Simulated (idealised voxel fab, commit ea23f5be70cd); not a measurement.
Process module under the name voxel released beams
In the cross-section labelled cut, the width is 140 nm and each square cell is 5 nm.
Think of the cross-section as a grid of square cells. We describe it in bands, top to bottom, and each band covers one or more rows of those cells. Read a band's entry like this: the first values are the height of its top and the height of its bottom in nm, and what follows is the sequence of materials from left to right, each with its width in nm. Note that "air" is empty space, and that a single material marked "throughout" reaches across the band from edge to edge. Heights from 0 (as-received wafer is one material below). Bottom band endless downward, as "0 nm and below". Width: "30->40" (first number = top row, second number = bottom row, same change from row to row of cells). When a step is marked "left unchanged", none of the cells in the cross-section changed during that step. "Fully sealed voids" enumerates empty spaces isolated from the top, with no open way to it, that contain at least 8 cells, giving each as width x height at distance from the left edge, all three in nm. Formally, on a step line, whatever follows the settings is a remark that the simulator itself makes on the step. What "overlay nm" on a step's line means: if the step has a mask, that mask lay this far to the right of its planned place, or, when the value is negative, to the left.
# These are the steps we planned for the process
| 1 | RECEIVE [material Si] |
| 2 | CONFORMAL_DEP [material Al2O3] [thk nm 10] |
| 3 | DIRECTIONAL_DEP [material SiO2] [thk nm 20] |
| 4 | DIRECTIONAL_DEP [material aC] [thk nm 10] |
| 5 | PATTERN [tone open] [mask id ANCHOR] [material resist] [width nm 35] [thk nm 25] [overlay nm -5] |
| 6 | DIRECTIONAL_ETCH [etch materials aC] [depth nm 10] |
| 7 | STRIP [etch materials resist] |
| 8 | DIRECTIONAL_ETCH [etch materials SiO2] [depth nm 20] |
| 9 | STRIP [etch materials aC] |
| 10 | CONFORMAL_DEP [material W] [thk nm 15] |
| 11 | MASKED_ETCH [tone cover] [mask id BEAM] [width nm 105] [etch materials W] [depth nm 15] [overlay nm 0] |
| 12 | STRIP [etch materials SiO2] |
Keep in mind the plan's value for the overlay nm of step 5 comes from the first wafer; the wafers don't share that setting, but they do share the same starting point.
# First of several wafers (as received, post step 1), cross-sectional view
  0 nm and below  Si throughout
  Fully sealed voids: none
# Row per wafer, end-of-module: cell gain (+)/loss (-) by material since the wafer came in, then closed voids
overlay nm -5 | +56 Al2O3 | +87 W | Fully sealed voids: none
overlay nm 0 | +56 Al2O3 | +87 W | Fully sealed voids: none
overlay nm 5 | +56 Al2O3 | +87 W | Fully sealed voids: none
overlay nm 10 | +56 Al2O3 | +87 W | Fully sealed voids: none
overlay nm 15 | +56 Al2O3 | +87 W | Fully sealed voids: none
